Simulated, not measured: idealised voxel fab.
Process module name: voxel self aligned contacts
We display cut, a cross-section 270 nm in width whose square cells are each 5 nm.
Cross-section format: a grid of square cells, given as bands from top to bottom; each band is one or more rows of cells.
First you get the band's top height and its bottom height, in nm, and then the materials it's made of, left to right, with each width in nm. If you see a single material with "all across", that one covers the band edge to edge. "empty" is empty space.
Basically, 0 is our baseline, since under it the wafer straight out of the box is all one material. The bottom band has no lower end and keeps on going down, so it looks like "from 0 down".
The width entry "30..40" should be interpreted row by row: the top row of cells in the band takes the first number, the bottom row takes the second number, and the change between adjacent rows is uniform throughout.
The designation "nothing was modified", where it is given for a processing step, indicates that no cell of the cross-section was altered in the course of that step.
Look at "Closed internal voids" for the closed voids: empty spaces with no open path to the top, sized 8 cells or up. Each is width x height at distance, distance from the left edge, all nm.
after a step's settings: what the simulator itself notes on the step
overlay nm: step with mask; distance mask lay right of planned place; negative value = left of planned place.
Process steps foreseen in the plan
- 1: RECEIVE | material Si
- 2: CONFORMAL_DEP | material SiO2 | thk nm 5
- 3: DIRECTIONAL_DEP | material polySi | thk nm 20
- 4: DIRECTIONAL_DEP | material SiN | thk nm 20
- 5: DIRECTIONAL_DEP | material aC | thk nm 15
- 6: PATTERN | tone cover | mask id GATE | material resist | width nm 25 | pitch nm 65 | thk nm 30 | overlay nm 0
- 7: DIRECTIONAL_ETCH | etch materials aC | depth nm 15
- 8: STRIP | etch materials resist
- 9: DIRECTIONAL_ETCH | etch materials SiN | depth nm 20
- 10: DIRECTIONAL_ETCH | etch materials polySi | depth nm 20
- 11: STRIP | etch materials aC
- 12: CONFORMAL_DEP | material SiN | thk nm 10
- 13: DIRECTIONAL_ETCH | etch materials SiN | depth nm 10
- 14: FILL_DEP | material SiO2 | thk nm 15
- 15: CMP | height nm 55
- 16: MASKED_ETCH | tone open | mask id CONTACT | width nm 50 | pitch nm 65 | etch materials SiO2 | depth nm 55 | overlay nm 0
- 17: CONFORMAL_DEP | material TiN | thk nm 5
- 18: FILL_DEP | material W | thk nm 5
- 19: CMP | height nm 55
- 20: CONFORMAL_DEP | material SiCN | thk nm 5
Incoming wafer in cross-section (state: after step 1)
	from 0 down  Si all across
	Closed internal voids: none
Cross-sectional result after module completion. Note: starting condition and plan are unchanged from above; one processing mistake was made
	from 60 to 55  SiCN all across
	from 55 to 45  75 nm SiO2; 5..20 nm TiN; 40..10 nm W; 5..20 nm TiN; 15 nm SiO2; 5..20 nm TiN; 40..10 nm W; 5..20 nm TiN; 80 nm SiO2
	from 45 to 25  45 nm SiO2; 45 nm SiN; 5 nm TiN; 10 nm W; 5 nm TiN; 45 nm SiN; 5 nm TiN; 10 nm W; 5 nm TiN; 45 nm SiN; 50 nm SiO2
	from 25 to 15  45 nm SiO2; 10 nm SiN; 25 nm polySi; 10 nm SiN; 5 nm TiN; 10 nm W; 5 nm TiN; 10 nm SiN; 25 nm polySi; 10 nm SiN; 5 nm TiN; 10 nm W; 5 nm TiN; 10 nm SiN; 25 nm polySi; 10 nm SiN; 50 nm SiO2
	from 15 to 10  45 nm SiO2; 10 nm SiN; 25 nm polySi; 10 nm SiN; 20 nm TiN; 10 nm SiN; 25 nm polySi; 10 nm SiN; 20 nm TiN; 10 nm SiN; 25 nm polySi; 10 nm SiN; 50 nm SiO2
	from 10 to 5  polySi all across
	from 5 to 0  SiO2 all across
	from 0 down  Si all across
	Closed internal voids: none
Nonconformance to the process plan: not per plan at step 10, really ran DIRECTIONAL_ETCH | etch materials polySi | depth nm 15
